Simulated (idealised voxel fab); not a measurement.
This section sets out a process module, namely voxel transistor to metal.
Shown is cross-section cut, with a width of 280 nm and square cells of size 5 nm.
Just so we're on the same page, the cross-sections are grids of square cells, and they're listed out in bands top to bottom, each band one or more rows deep.
Quick guide to a band line: top height, bottom height (nm) up front; then every material left to right with its width in nm. Only one material and it's marked "edge to edge"? Then it fills the band edge to edge. And "blank" just means empty space.
Heights are measured from 0, the level below which the as-received wafer is all one material; the lowest band has no bottom and continues downward, written as in "0 and below".
Read "30 to 40" as a graded width: first number on top, second number at the bottom, same change between each pair of neighbouring rows.
"all unchanged" after a step means that no cell of the cross-section changed.
Enclosed voids (no open way to top), threshold 8 cells or more, entry "Closed cavities", notation width x height at distance, distance from left edge, nm.
Where a step's line continues beyond its settings, the continuation is a remark by the simulator itself on that step.
"overlay nm" answers the question of how far to the right of plan the mask lay on a step that has a mask, and when it is negative the answer is to the left.

## Set out below are the planned steps of the process
step 1: RECEIVE (material Si)
step 2: OXIDIZE (depth nm 5)
step 3: CONFORMAL_DEP (material SiN; thk nm 10)
step 4: PATTERN (tone cover; mask id ACTIVE; material resist; width nm 110; pitch nm 130; thk nm 15; overlay nm 0)
step 5: DIRECTIONAL_ETCH (etch materials SiN; depth nm 10)
step 6: DIRECTIONAL_ETCH (etch materials SiO2; depth nm 5)
step 7: DIRECTIONAL_ETCH (etch materials Si; depth nm 35)
step 8: STRIP (etch materials resist)
step 9: FILL_DEP (material SiO2; thk nm 10)
step 10: CMP (height nm 10)
step 11: SELECTIVE_ETCH (etch materials SiO2; depth nm 10)
step 12: STRIP (etch materials SiN)
step 13: SELECTIVE_ETCH (etch materials SiO2; depth nm 5)
step 14: OXIDIZE (depth nm 5)
step 15: DIRECTIONAL_DEP (material polySi; thk nm 25)
step 16: DIRECTIONAL_DEP (material SiCN; thk nm 15)
step 17: MASKED_ETCH (tone cover; mask id GATE; width nm 30; pitch nm 130; etch materials SiCN; depth nm 25; overlay nm 0)
step 18: MASKED_ETCH (tone cover; mask id GATE; width nm 30; pitch nm 130; etch materials polySi; depth nm 35; overlay nm 0)
step 19: CONFORMAL_DEP (material SiN; thk nm 10)
step 20: DIRECTIONAL_ETCH (etch materials SiN; depth nm 10)
step 21: DIRECTIONAL_ETCH (etch materials SiO2; depth nm 5)
step 22: DIRECTIONAL_ETCH (etch materials Si; depth nm 5)
step 23: EPI (material nSi; thk nm 5)
step 24: FILL_DEP (material SiO2; thk nm 5)
step 25: CMP (height nm 20)
step 26: STRIP (etch materials polySi)
step 27: SELECTIVE_ETCH (etch materials SiO2; depth nm 5)
step 28: CONFORMAL_DEP (material HfO2; thk nm 5)
step 29: CONFORMAL_DEP (material TiN; thk nm 5)
step 30: FILL_DEP (material W; thk nm 5)
step 31: CMP (height nm 15)
step 32: DIRECTIONAL_DEP (material SiO2; thk nm 10)
step 33: PATTERN (tone open; mask id CONTACT; material resist; width nm 15; thk nm 15; overlay nm 0)
step 34: DIRECTIONAL_ETCH (etch materials SiO2; depth nm 35)
step 35: STRIP (etch materials resist)
step 36: CONFORMAL_DEP (material TiN; thk nm 5)
step 37: FILL_DEP (material W; thk nm 10)
step 38: CMP (height nm 25)
step 39: CONFORMAL_DEP (material SiCN; thk nm 5)
step 40: DIRECTIONAL_DEP (material lowk; thk nm 25)
step 41: PATTERN (tone open; mask id METAL_1; material resist; width nm 15; thk nm 15; overlay nm 0)
step 42: DIRECTIONAL_ETCH (etch materials lowk; depth nm 25)
step 43: DIRECTIONAL_ETCH (etch materials SiCN; depth nm 5)
step 44: STRIP (etch materials resist)
step 45: CONFORMAL_DEP (material TiN; thk nm 5)
step 46: FILL_DEP (material Ru; thk nm 5)
step 47: CMP (height nm 55)
step 48: CONFORMAL_DEP (material SiCN; thk nm 5)

## So, the first of our two wafers, run just as we planned it

## Cross-section of the wafer as it came to us, i.e., already through step 1
    0 and below  Si edge to edge
    Closed cavities: none

## Step 2 done - wafer cross-section
    0 down to -5  SiO2 edge to edge
    No changes below -5.

## Step 3 done - wafer cross-section
    10 down to 0  SiN edge to edge
    No changes below 0.

## Step 4 done - wafer cross-section
    25 down to 10  blank: 20; resist: 110; blank: 20; resist: 110; blank: 20
    No changes below 10.

## Step 5 done - wafer cross-section
    25 down to 10  blank: 20; resist: 110; blank: 20; resist: 110; blank: 20
    10 down to 0  blank: 20; SiN: 110; blank: 20; SiN: 110; blank: 20
    No changes below 0.

## Step 6 done - wafer cross-section
    25 down to 10  blank: 20; resist: 110; blank: 20; resist: 110; blank: 20
    10 down to 0  blank: 20; SiN: 110; blank: 20; SiN: 110; blank: 20
    0 down to -5  blank: 20; SiO2: 110; blank: 20; SiO2: 110; blank: 20
    No changes below -5.

## Step 7 done - wafer cross-section
    25 down to 10  blank: 20; resist: 110; blank: 20; resist: 110; blank: 20
    10 down to 0  blank: 20; SiN: 110; blank: 20; SiN: 110; blank: 20
    0 down to -5  blank: 20; SiO2: 110; blank: 20; SiO2: 110; blank: 20
    -5 down to -40  blank: 20; Si: 110; blank: 20; Si: 110; blank: 20
    No changes below -40.

## Step 8 done - wafer cross-section
    10 down to 0  blank: 20; SiN: 110; blank: 20; SiN: 110; blank: 20
    No changes below 0.

## Step 9 done - wafer cross-section
    20 down to 10  SiO2 edge to edge
    10 down to 0  SiO2: 20; SiN: 110; SiO2: 20; SiN: 110; SiO2: 20
    0 down to -5  SiO2 edge to edge
    -5 down to -40  SiO2: 20; Si: 110; SiO2: 20; Si: 110; SiO2: 20
    No changes below -40.

## Step 10 done - wafer cross-section
    10 down to 0  SiO2: 20; SiN: 110; SiO2: 20; SiN: 110; SiO2: 20
    No changes below 0.

## Step 11 done - wafer cross-section
    10 down to 0  blank: 20; SiN: 110; blank: 20; SiN: 110; blank: 20
    No changes below 0.

## Step 12 done - wafer cross-section
    0 down to -5  SiO2 edge to edge
    No changes below -5.

## Step 13 done - wafer cross-section
    -5 down to -40  SiO2: 20; Si: 110; SiO2: 20; Si: 110; SiO2: 20
    No changes below -40.

## Step 14 done - wafer cross-section
    -5 down to -10  SiO2 edge to edge
    No changes below -10.

## Step 15 done - wafer cross-section
    20 down to -5  polySi edge to edge
    No changes below -5.

## Step 16 done - wafer cross-section
    35 down to 20  SiCN edge to edge
    No changes below 20.

## Step 17 done - wafer cross-section
    35 down to 20  blank: 60; SiCN: 30; blank: 100; SiCN: 30; blank: 60
    No changes below 20.

## Step 18 done - wafer cross-section
    35 down to 20  blank: 60; SiCN: 30; blank: 100; SiCN: 30; blank: 60
    20 down to -5  blank: 60; polySi: 30; blank: 100; polySi: 30; blank: 60
    No changes below -5.

## Step 19 done - wafer cross-section
    45 down to 35  blank: 50; SiN: 50; blank: 80; SiN: 50; blank: 50
    35 down to 20  blank: 50; SiN: 10; SiCN: 30; SiN: 10; blank: 80; SiN: 10; SiCN: 30; SiN: 10; blank: 50
    20 down to 5  blank: 50; SiN: 10; polySi: 30; SiN: 10; blank: 80; SiN: 10; polySi: 30; SiN: 10; blank: 50
    5 down to -5  SiN: 60; polySi: 30; SiN: 100; polySi: 30; SiN: 60
    No changes below -5.

## Step 20 done - wafer cross-section
    35 down to 20  blank: 50; SiN: 10; SiCN: 30; SiN: 10; blank: 80; SiN: 10; SiCN: 30; SiN: 10; blank: 50
    20 down to -5  blank: 50; SiN: 10; polySi: 30; SiN: 10; blank: 80; SiN: 10; polySi: 30; SiN: 10; blank: 50
    No changes below -5.

## Step 21 done - wafer cross-section
    35 down to 20  blank: 50; SiN: 10; SiCN: 30; SiN: 10; blank: 80; SiN: 10; SiCN: 30; SiN: 10; blank: 50
    20 down to -5  blank: 50; SiN: 10; polySi: 30; SiN: 10; blank: 80; SiN: 10; polySi: 30; SiN: 10; blank: 50
    -5 down to -10  blank: 50; SiO2: 50; blank: 80; SiO2: 50; blank: 50
    No changes below -10.

## Step 22 done - wafer cross-section
    35 down to 20  blank: 50; SiN: 10; SiCN: 30; SiN: 10; blank: 80; SiN: 10; SiCN: 30; SiN: 10; blank: 50
    20 down to -5  blank: 50; SiN: 10; polySi: 30; SiN: 10; blank: 80; SiN: 10; polySi: 30; SiN: 10; blank: 50
    -5 down to -10  blank: 50; SiO2: 50; blank: 80; SiO2: 50; blank: 50
    -10 down to -15  SiO2: 20; blank: 30; Si: 50; blank: 30; SiO2: 20; blank: 30; Si: 50; blank: 30; SiO2: 20
    No changes below -15.

## Step 23 done - wafer cross-section
    35 down to 20  blank: 50; SiN: 10; SiCN: 30; SiN: 10; blank: 80; SiN: 10; SiCN: 30; SiN: 10; blank: 50
    20 down to -5  blank: 50; SiN: 10; polySi: 30; SiN: 10; blank: 80; SiN: 10; polySi: 30; SiN: 10; blank: 50
    -5 down to -10  blank: 45; nSi: 5; SiO2: 50; nSi: 5; blank: 70; nSi: 5; SiO2: 50; nSi: 5; blank: 45
    -10 down to -15  SiO2: 20; nSi: 30; Si: 50; nSi: 30; SiO2: 20; nSi: 30; Si: 50; nSi: 30; SiO2: 20
    No changes below -15.

## Step 24 done - wafer cross-section
    40 down to 35  SiO2 edge to edge
    35 down to 20  SiO2: 50; SiN: 10; SiCN: 30; SiN: 10; SiO2: 80; SiN: 10; SiCN: 30; SiN: 10; SiO2: 50
    20 down to -5  SiO2: 50; SiN: 10; polySi: 30; SiN: 10; SiO2: 80; SiN: 10; polySi: 30; SiN: 10; SiO2: 50
    -5 down to -10  SiO2: 45; nSi: 5; SiO2: 50; nSi: 5; SiO2: 70; nSi: 5; SiO2: 50; nSi: 5; SiO2: 45
    No changes below -10.

## Step 25 done - wafer cross-section
    20 down to -5  SiO2: 50; SiN: 10; polySi: 30; SiN: 10; SiO2: 80; SiN: 10; polySi: 30; SiN: 10; SiO2: 50
    No changes below -5.

## Step 26 done - wafer cross-section
    20 down to -5  SiO2: 50; SiN: 10; blank: 30; SiN: 10; SiO2: 80; SiN: 10; blank: 30; SiN: 10; SiO2: 50
    No changes below -5.

## Step 27 done - wafer cross-section
    20 down to 15  blank: 50; SiN: 10; blank: 30; SiN: 10; blank: 80; SiN: 10; blank: 30; SiN: 10; blank: 50
    15 down to -5  SiO2: 50; SiN: 10; blank: 30; SiN: 10; SiO2: 80; SiN: 10; blank: 30; SiN: 10; SiO2: 50
    -5 down to -10  SiO2: 45; nSi: 5; SiO2: 5; blank: 40; SiO2: 5; nSi: 5; SiO2: 70; nSi: 5; SiO2: 5; blank: 40; SiO2: 5; nSi: 5; SiO2: 45
    No changes below -10.

## Step 28 done - wafer cross-section
    25 down to 20  blank: 45; HfO2: 20; blank: 20; HfO2: 20; blank: 70; HfO2: 20; blank: 20; HfO2: 20; blank: 45
    20 down to 15  HfO2: 50; SiN: 10; HfO2: 5; blank: 20; HfO2: 5; SiN: 10; HfO2: 80; SiN: 10; HfO2: 5; blank: 20; HfO2: 5; SiN: 10; HfO2: 50
    15 down to -5  SiO2: 50; SiN: 10; HfO2: 5; blank: 20; HfO2: 5; SiN: 10; SiO2: 80; SiN: 10; HfO2: 5; blank: 20; HfO2: 5; SiN: 10; SiO2: 50
    -5 down to -10  SiO2: 45; nSi: 5; SiO2: 5; HfO2: 40; SiO2: 5; nSi: 5; SiO2: 70; nSi: 5; SiO2: 5; HfO2: 40; SiO2: 5; nSi: 5; SiO2: 45
    No changes below -10.

## Step 29 done - wafer cross-section
    30 down to 25  blank: 40; TiN: 30; blank: 10; TiN: 30; blank: 60; TiN: 30; blank: 10; TiN: 30; blank: 40
    25 down to 20  TiN: 45; HfO2: 20; TiN: 5; blank: 10; TiN: 5; HfO2: 20; TiN: 70; HfO2: 20; TiN: 5; blank: 10; TiN: 5; HfO2: 20; TiN: 45
    20 down to 15  HfO2: 50; SiN: 10; HfO2: 5; TiN: 5; blank: 10; TiN: 5; HfO2: 5; SiN: 10; HfO2: 80; SiN: 10; HfO2: 5; TiN: 5; blank: 10; TiN: 5; HfO2: 5; SiN: 10; HfO2: 50
    15 down to 0  SiO2: 50; SiN: 10; HfO2: 5; TiN: 5; blank: 10; TiN: 5; HfO2: 5; SiN: 10; SiO2: 80; SiN: 10; HfO2: 5; TiN: 5; blank: 10; TiN: 5; HfO2: 5; SiN: 10; SiO2: 50
    0 down to -5  SiO2: 50; SiN: 10; HfO2: 5; TiN: 20; HfO2: 5; SiN: 10; SiO2: 80; SiN: 10; HfO2: 5; TiN: 20; HfO2: 5; SiN: 10; SiO2: 50
    No changes below -5.

## Step 30 done - wafer cross-section
    35 down to 30  W edge to edge
    30 down to 25  W: 40; TiN: 30; W: 10; TiN: 30; W: 60; TiN: 30; W: 10; TiN: 30; W: 40
    25 down to 20  TiN: 45; HfO2: 20; TiN: 5; W: 10; TiN: 5; HfO2: 20; TiN: 70; HfO2: 20; TiN: 5; W: 10; TiN: 5; HfO2: 20; TiN: 45
    20 down to 15  HfO2: 50; SiN: 10; HfO2: 5; TiN: 5; W: 10; TiN: 5; HfO2: 5; SiN: 10; HfO2: 80; SiN: 10; HfO2: 5; TiN: 5; W: 10; TiN: 5; HfO2: 5; SiN: 10; HfO2: 50
    15 down to 0  SiO2: 50; SiN: 10; HfO2: 5; TiN: 5; W: 10; TiN: 5; HfO2: 5; SiN: 10; SiO2: 80; SiN: 10; HfO2: 5; TiN: 5; W: 10; TiN: 5; HfO2: 5; SiN: 10; SiO2: 50
    No changes below 0.

## Step 31 done - wafer cross-section
    15 down to 0  SiO2: 50; SiN: 10; HfO2: 5; TiN: 5; W: 10; TiN: 5; HfO2: 5; SiN: 10; SiO2: 80; SiN: 10; HfO2: 5; TiN: 5; W: 10; TiN: 5; HfO2: 5; SiN: 10; SiO2: 50
    No changes below 0.

## Step 32 done - wafer cross-section
    25 down to 15  SiO2 edge to edge
    No changes below 15.

## Step 33 done - wafer cross-section
    40 down to 25  resist: 30; blank: 15; resist: 60; blank: 15; resist: 40; blank: 15; resist: 60; blank: 15; resist: 30
    No changes below 25.

## Step 34 done - wafer cross-section
    40 down to 25  resist: 30; blank: 15; resist: 60; blank: 15; resist: 40; blank: 15; resist: 60; blank: 15; resist: 30
    25 down to 15  SiO2: 30; blank: 15; SiO2: 60; blank: 15; SiO2: 40; blank: 15; SiO2: 60; blank: 15; SiO2: 30
    15 down to 0  SiO2: 30; blank: 15; SiO2: 5; SiN: 10; HfO2: 5; TiN: 5; W: 10; TiN: 5; HfO2: 5; SiN: 10; SiO2: 5; blank: 15; SiO2: 40; blank: 15; SiO2: 5; SiN: 10; HfO2: 5; TiN: 5; W: 10; TiN: 5; HfO2: 5; SiN: 10; SiO2: 5; blank: 15; SiO2: 30
    0 down to -5  SiO2: 30; blank: 15; SiO2: 5; SiN: 10; HfO2: 5; TiN: 20; HfO2: 5; SiN: 10; SiO2: 5; blank: 15; SiO2: 40; blank: 15; SiO2: 5; SiN: 10; HfO2: 5; TiN: 20; HfO2: 5; SiN: 10; SiO2: 5; blank: 15; SiO2: 30
    -5 down to -10  SiO2: 30; blank: 15; nSi: 5; SiO2: 5; HfO2: 40; SiO2: 5; nSi: 5; blank: 15; SiO2: 40; blank: 15; nSi: 5; SiO2: 5; HfO2: 40; SiO2: 5; nSi: 5; blank: 15; SiO2: 30
    No changes below -10.

## Step 35 done - wafer cross-section
    25 down to 15  SiO2: 30; blank: 15; SiO2: 60; blank: 15; SiO2: 40; blank: 15; SiO2: 60; blank: 15; SiO2: 30
    No changes below 15.

## Step 36 done - wafer cross-section
    30 down to 25  TiN: 35; blank: 5; TiN: 70; blank: 5; TiN: 50; blank: 5; TiN: 70; blank: 5; TiN: 35
    25 down to 15  SiO2: 30; TiN: 5; blank: 5; TiN: 5; SiO2: 60; TiN: 5; blank: 5; TiN: 5; SiO2: 40; TiN: 5; blank: 5; TiN: 5; SiO2: 60; TiN: 5; blank: 5; TiN: 5; SiO2: 30
    15 down to 0  SiO2: 30; TiN: 5; blank: 5; TiN: 5; SiO2: 5; SiN: 10; HfO2: 5; TiN: 5; W: 10; TiN: 5; HfO2: 5; SiN: 10; SiO2: 5; TiN: 5; blank: 5; TiN: 5; SiO2: 40; TiN: 5; blank: 5; TiN: 5; SiO2: 5; SiN: 10; HfO2: 5; TiN: 5; W: 10; TiN: 5; HfO2: 5; SiN: 10; SiO2: 5; TiN: 5; blank: 5; TiN: 5; SiO2: 30
    0 down to -5  SiO2: 30; TiN: 5; blank: 5; TiN: 5; SiO2: 5; SiN: 10; HfO2: 5; TiN: 20; HfO2: 5; SiN: 10; SiO2: 5; TiN: 5; blank: 5; TiN: 5; SiO2: 40; TiN: 5; blank: 5; TiN: 5; SiO2: 5; SiN: 10; HfO2: 5; TiN: 20; HfO2: 5; SiN: 10; SiO2: 5; TiN: 5; blank: 5; TiN: 5; SiO2: 30
    -5 down to -10  SiO2: 30; TiN: 15; nSi: 5; SiO2: 5; HfO2: 40; SiO2: 5; nSi: 5; TiN: 15; SiO2: 40; TiN: 15; nSi: 5; SiO2: 5; HfO2: 40; SiO2: 5; nSi: 5; TiN: 15; SiO2: 30
    No changes below -10.

## Step 37 done - wafer cross-section
    40 down to 30  W edge to edge
    30 down to 25  TiN: 35; W: 5; TiN: 70; W: 5; TiN: 50; W: 5; TiN: 70; W: 5; TiN: 35
    25 down to 15  SiO2: 30; TiN: 5; W: 5; TiN: 5; SiO2: 60; TiN: 5; W: 5; TiN: 5; SiO2: 40; TiN: 5; W: 5; TiN: 5; SiO2: 60; TiN: 5; W: 5; TiN: 5; SiO2: 30
    15 down to 0  SiO2: 30; TiN: 5; W: 5; TiN: 5; SiO2: 5; SiN: 10; HfO2: 5; TiN: 5; W: 10; TiN: 5; HfO2: 5; SiN: 10; SiO2: 5; TiN: 5; W: 5; TiN: 5; SiO2: 40; TiN: 5; W: 5; TiN: 5; SiO2: 5; SiN: 10; HfO2: 5; TiN: 5; W: 10; TiN: 5; HfO2: 5; SiN: 10; SiO2: 5; TiN: 5; W: 5; TiN: 5; SiO2: 30
    0 down to -5  SiO2: 30; TiN: 5; W: 5; TiN: 5; SiO2: 5; SiN: 10; HfO2: 5; TiN: 20; HfO2: 5; SiN: 10; SiO2: 5; TiN: 5; W: 5; TiN: 5; SiO2: 40; TiN: 5; W: 5; TiN: 5; SiO2: 5; SiN: 10; HfO2: 5; TiN: 20; HfO2: 5; SiN: 10; SiO2: 5; TiN: 5; W: 5; TiN: 5; SiO2: 30
    No changes below -5.

## Step 38 done - wafer cross-section
    25 down to 15  SiO2: 30; TiN: 5; W: 5; TiN: 5; SiO2: 60; TiN: 5; W: 5; TiN: 5; SiO2: 40; TiN: 5; W: 5; TiN: 5; SiO2: 60; TiN: 5; W: 5; TiN: 5; SiO2: 30
    No changes below 15.

## Step 39 done - wafer cross-section
    30 down to 25  SiCN edge to edge
    No changes below 25.

## Step 40 done - wafer cross-section
    55 down to 30  lowk edge to edge
    No changes below 30.

## Step 41 done - wafer cross-section
    70 down to 55  resist: 30; blank: 15; resist: 60; blank: 15; resist: 40; blank: 15; resist: 60; blank: 15; resist: 30
    No changes below 55.

## Step 42 done - wafer cross-section
    70 down to 55  resist: 30; blank: 15; resist: 60; blank: 15; resist: 40; blank: 15; resist: 60; blank: 15; resist: 30
    55 down to 30  lowk: 30; blank: 15; lowk: 60; blank: 15; lowk: 40; blank: 15; lowk: 60; blank: 15; lowk: 30
    No changes below 30.

## Step 43 done - wafer cross-section
    70 down to 55  resist: 30; blank: 15; resist: 60; blank: 15; resist: 40; blank: 15; resist: 60; blank: 15; resist: 30
    55 down to 30  lowk: 30; blank: 15; lowk: 60; blank: 15; lowk: 40; blank: 15; lowk: 60; blank: 15; lowk: 30
    30 down to 25  SiCN: 30; blank: 15; SiCN: 60; blank: 15; SiCN: 40; blank: 15; SiCN: 60; blank: 15; SiCN: 30
    No changes below 25.

## Step 44 done - wafer cross-section
    55 down to 30  lowk: 30; blank: 15; lowk: 60; blank: 15; lowk: 40; blank: 15; lowk: 60; blank: 15; lowk: 30
    No changes below 30.

## Step 45 done - wafer cross-section
    60 down to 55  TiN: 35; blank: 5; TiN: 70; blank: 5; TiN: 50; blank: 5; TiN: 70; blank: 5; TiN: 35
    55 down to 30  lowk: 30; TiN: 5; blank: 5; TiN: 5; lowk: 60; TiN: 5; blank: 5; TiN: 5; lowk: 40; TiN: 5; blank: 5; TiN: 5; lowk: 60; TiN: 5; blank: 5; TiN: 5; lowk: 30
    30 down to 25  SiCN: 30; TiN: 15; SiCN: 60; TiN: 15; SiCN: 40; TiN: 15; SiCN: 60; TiN: 15; SiCN: 30
    No changes below 25.

## Step 46 done - wafer cross-section
    65 down to 60  Ru edge to edge
    60 down to 55  TiN: 35; Ru: 5; TiN: 70; Ru: 5; TiN: 50; Ru: 5; TiN: 70; Ru: 5; TiN: 35
    55 down to 30  lowk: 30; TiN: 5; Ru: 5; TiN: 5; lowk: 60; TiN: 5; Ru: 5; TiN: 5; lowk: 40; TiN: 5; Ru: 5; TiN: 5; lowk: 60; TiN: 5; Ru: 5; TiN: 5; lowk: 30
    No changes below 30.

## Step 47 done - wafer cross-section
    55 down to 30  lowk: 30; TiN: 5; Ru: 5; TiN: 5; lowk: 60; TiN: 5; Ru: 5; TiN: 5; lowk: 40; TiN: 5; Ru: 5; TiN: 5; lowk: 60; TiN: 5; Ru: 5; TiN: 5; lowk: 30
    No changes below 30.

## Step 48 done - wafer cross-section
    60 down to 55  SiCN edge to edge
    No changes below 55.

## The Second Wafer: Common Origin and Plan, One Mistake in Execution, Identical to the First Through Step 32

## Cross-section of the second wafer corresponding to the planned conclusion of step 33
    40 down to 25  blank: 30; resist: 15; blank: 60; resist: 15; blank: 40; resist: 15; blank: 60; resist: 15; blank: 30
    No changes below 25.

## Cross-section of the second wafer corresponding to the planned conclusion of step 34
    40 down to 25  blank: 30; resist: 15; blank: 60; resist: 15; blank: 40; resist: 15; blank: 60; resist: 15; blank: 30
    25 down to 15  blank: 30; SiO2: 15; blank: 60; SiO2: 15; blank: 40; SiO2: 15; blank: 60; SiO2: 15; blank: 30
    15 down to 0  blank: 30; SiO2: 15; blank: 5; SiN: 10; HfO2: 5; TiN: 5; W: 10; TiN: 5; HfO2: 5; SiN: 10; blank: 5; SiO2: 15; blank: 40; SiO2: 15; blank: 5; SiN: 10; HfO2: 5; TiN: 5; W: 10; TiN: 5; HfO2: 5; SiN: 10; blank: 5; SiO2: 15; blank: 30
    0 down to -5  blank: 30; SiO2: 15; blank: 5; SiN: 10; HfO2: 5; TiN: 20; HfO2: 5; SiN: 10; blank: 5; SiO2: 15; blank: 40; SiO2: 15; blank: 5; SiN: 10; HfO2: 5; TiN: 20; HfO2: 5; SiN: 10; blank: 5; SiO2: 15; blank: 30
    -5 down to -10  blank: 30; SiO2: 15; nSi: 5; SiO2: 5; HfO2: 40; SiO2: 5; nSi: 5; SiO2: 15; blank: 40; SiO2: 15; nSi: 5; SiO2: 5; HfO2: 40; SiO2: 5; nSi: 5; SiO2: 15; blank: 30
    No changes below -10.

## Cross-section of the second wafer corresponding to the planned conclusion of step 35
    25 down to 15  blank: 30; SiO2: 15; blank: 60; SiO2: 15; blank: 40; SiO2: 15; blank: 60; SiO2: 15; blank: 30
    No changes below 15.

## Cross-section of the second wafer corresponding to the planned conclusion of step 36
    30 down to 25  blank: 25; TiN: 25; blank: 50; TiN: 25; blank: 30; TiN: 25; blank: 50; TiN: 25; blank: 25
    25 down to 20  blank: 25; TiN: 5; SiO2: 15; TiN: 5; blank: 50; TiN: 5; SiO2: 15; TiN: 5; blank: 30; TiN: 5; SiO2: 15; TiN: 5; blank: 50; TiN: 5; SiO2: 15; TiN: 5; blank: 25
    20 down to 15  blank: 25; TiN: 5; SiO2: 15; TiN: 60; SiO2: 15; TiN: 5; blank: 30; TiN: 5; SiO2: 15; TiN: 60; SiO2: 15; TiN: 5; blank: 25
    15 down to 0  blank: 25; TiN: 5; SiO2: 15; TiN: 5; SiN: 10; HfO2: 5; TiN: 5; W: 10; TiN: 5; HfO2: 5; SiN: 10; TiN: 5; SiO2: 15; TiN: 5; blank: 30; TiN: 5; SiO2: 15; TiN: 5; SiN: 10; HfO2: 5; TiN: 5; W: 10; TiN: 5; HfO2: 5; SiN: 10; TiN: 5; SiO2: 15; TiN: 5; blank: 25
    0 down to -5  blank: 25; TiN: 5; SiO2: 15; TiN: 5; SiN: 10; HfO2: 5; TiN: 20; HfO2: 5; SiN: 10; TiN: 5; SiO2: 15; TiN: 5; blank: 30; TiN: 5; SiO2: 15; TiN: 5; SiN: 10; HfO2: 5; TiN: 20; HfO2: 5; SiN: 10; TiN: 5; SiO2: 15; TiN: 5; blank: 25
    -5 down to -10  TiN: 30; SiO2: 15; nSi: 5; SiO2: 5; HfO2: 40; SiO2: 5; nSi: 5; SiO2: 15; TiN: 40; SiO2: 15; nSi: 5; SiO2: 5; HfO2: 40; SiO2: 5; nSi: 5; SiO2: 15; TiN: 30
    No changes below -10.

## Cross-section of the second wafer corresponding to the planned conclusion of step 37
    40 down to 30  W edge to edge
    30 down to 25  W: 25; TiN: 25; W: 50; TiN: 25; W: 30; TiN: 25; W: 50; TiN: 25; W: 25
    25 down to 20  W: 25; TiN: 5; SiO2: 15; TiN: 5; W: 50; TiN: 5; SiO2: 15; TiN: 5; W: 30; TiN: 5; SiO2: 15; TiN: 5; W: 50; TiN: 5; SiO2: 15; TiN: 5; W: 25
    20 down to 15  W: 25; TiN: 5; SiO2: 15; TiN: 60; SiO2: 15; TiN: 5; W: 30; TiN: 5; SiO2: 15; TiN: 60; SiO2: 15; TiN: 5; W: 25
    15 down to 0  W: 25; TiN: 5; SiO2: 15; TiN: 5; SiN: 10; HfO2: 5; TiN: 5; W: 10; TiN: 5; HfO2: 5; SiN: 10; TiN: 5; SiO2: 15; TiN: 5; W: 30; TiN: 5; SiO2: 15; TiN: 5; SiN: 10; HfO2: 5; TiN: 5; W: 10; TiN: 5; HfO2: 5; SiN: 10; TiN: 5; SiO2: 15; TiN: 5; W: 25
    0 down to -5  W: 25; TiN: 5; SiO2: 15; TiN: 5; SiN: 10; HfO2: 5; TiN: 20; HfO2: 5; SiN: 10; TiN: 5; SiO2: 15; TiN: 5; W: 30; TiN: 5; SiO2: 15; TiN: 5; SiN: 10; HfO2: 5; TiN: 20; HfO2: 5; SiN: 10; TiN: 5; SiO2: 15; TiN: 5; W: 25
    No changes below -5.

## Cross-section of the second wafer corresponding to the planned conclusion of step 38
    25 down to 20  W: 25; TiN: 5; SiO2: 15; TiN: 5; W: 50; TiN: 5; SiO2: 15; TiN: 5; W: 30; TiN: 5; SiO2: 15; TiN: 5; W: 50; TiN: 5; SiO2: 15; TiN: 5; W: 25
    No changes below 20.

## Cross-section of the second wafer corresponding to the planned conclusion of step 39
    30 down to 25  SiCN edge to edge
    No changes below 25.

## Cross-section of the second wafer corresponding to the planned conclusion of step 40
    55 down to 30  lowk edge to edge
    No changes below 30.

## Cross-section of the second wafer corresponding to the planned conclusion of step 41
    70 down to 55  resist: 30; blank: 15; resist: 60; blank: 15; resist: 40; blank: 15; resist: 60; blank: 15; resist: 30
    No changes below 55.

## Cross-section of the second wafer corresponding to the planned conclusion of step 42
    70 down to 55  resist: 30; blank: 15; resist: 60; blank: 15; resist: 40; blank: 15; resist: 60; blank: 15; resist: 30
    55 down to 30  lowk: 30; blank: 15; lowk: 60; blank: 15; lowk: 40; blank: 15; lowk: 60; blank: 15; lowk: 30
    No changes below 30.

## Cross-section of the second wafer corresponding to the planned conclusion of step 43
    70 down to 55  resist: 30; blank: 15; resist: 60; blank: 15; resist: 40; blank: 15; resist: 60; blank: 15; resist: 30
    55 down to 30  lowk: 30; blank: 15; lowk: 60; blank: 15; lowk: 40; blank: 15; lowk: 60; blank: 15; lowk: 30
    30 down to 25  SiCN: 30; blank: 15; SiCN: 60; blank: 15; SiCN: 40; blank: 15; SiCN: 60; blank: 15; SiCN: 30
    No changes below 25.

## Cross-section of the second wafer corresponding to the planned conclusion of step 44
    55 down to 30  lowk: 30; blank: 15; lowk: 60; blank: 15; lowk: 40; blank: 15; lowk: 60; blank: 15; lowk: 30
    No changes below 30.

## Cross-section of the second wafer corresponding to the planned conclusion of step 45
    60 down to 55  TiN: 35; blank: 5; TiN: 70; blank: 5; TiN: 50; blank: 5; TiN: 70; blank: 5; TiN: 35
    55 down to 30  lowk: 30; TiN: 5; blank: 5; TiN: 5; lowk: 60; TiN: 5; blank: 5; TiN: 5; lowk: 40; TiN: 5; blank: 5; TiN: 5; lowk: 60; TiN: 5; blank: 5; TiN: 5; lowk: 30
    30 down to 25  SiCN: 30; TiN: 15; SiCN: 60; TiN: 15; SiCN: 40; TiN: 15; SiCN: 60; TiN: 15; SiCN: 30
    No changes below 25.

## Cross-section of the second wafer corresponding to the planned conclusion of step 46
    65 down to 60  Ru edge to edge
    60 down to 55  TiN: 35; Ru: 5; TiN: 70; Ru: 5; TiN: 50; Ru: 5; TiN: 70; Ru: 5; TiN: 35
    55 down to 30  lowk: 30; TiN: 5; Ru: 5; TiN: 5; lowk: 60; TiN: 5; Ru: 5; TiN: 5; lowk: 40; TiN: 5; Ru: 5; TiN: 5; lowk: 60; TiN: 5; Ru: 5; TiN: 5; lowk: 30
    No changes below 30.

## Cross-section of the second wafer corresponding to the planned conclusion of step 47
    55 down to 30  lowk: 30; TiN: 5; Ru: 5; TiN: 5; lowk: 60; TiN: 5; Ru: 5; TiN: 5; lowk: 40; TiN: 5; Ru: 5; TiN: 5; lowk: 60; TiN: 5; Ru: 5; TiN: 5; lowk: 30
    No changes below 30.

## Cross-section of the second wafer corresponding to the planned conclusion of step 48
    60 down to 55  SiCN edge to edge
    No changes below 55.
Want to know what went wrong? it should be noted that step 33 was executed with settings other than those planned, the operation and settings actually applied being PATTERN (tone cover; mask id CONTACT; material resist; width nm 15; thk nm 15; overlay nm 0)
Counted in cells at the end, the second wafer holds more or fewer of these materials than the first: SiO2 -120, TiN +28, W +92
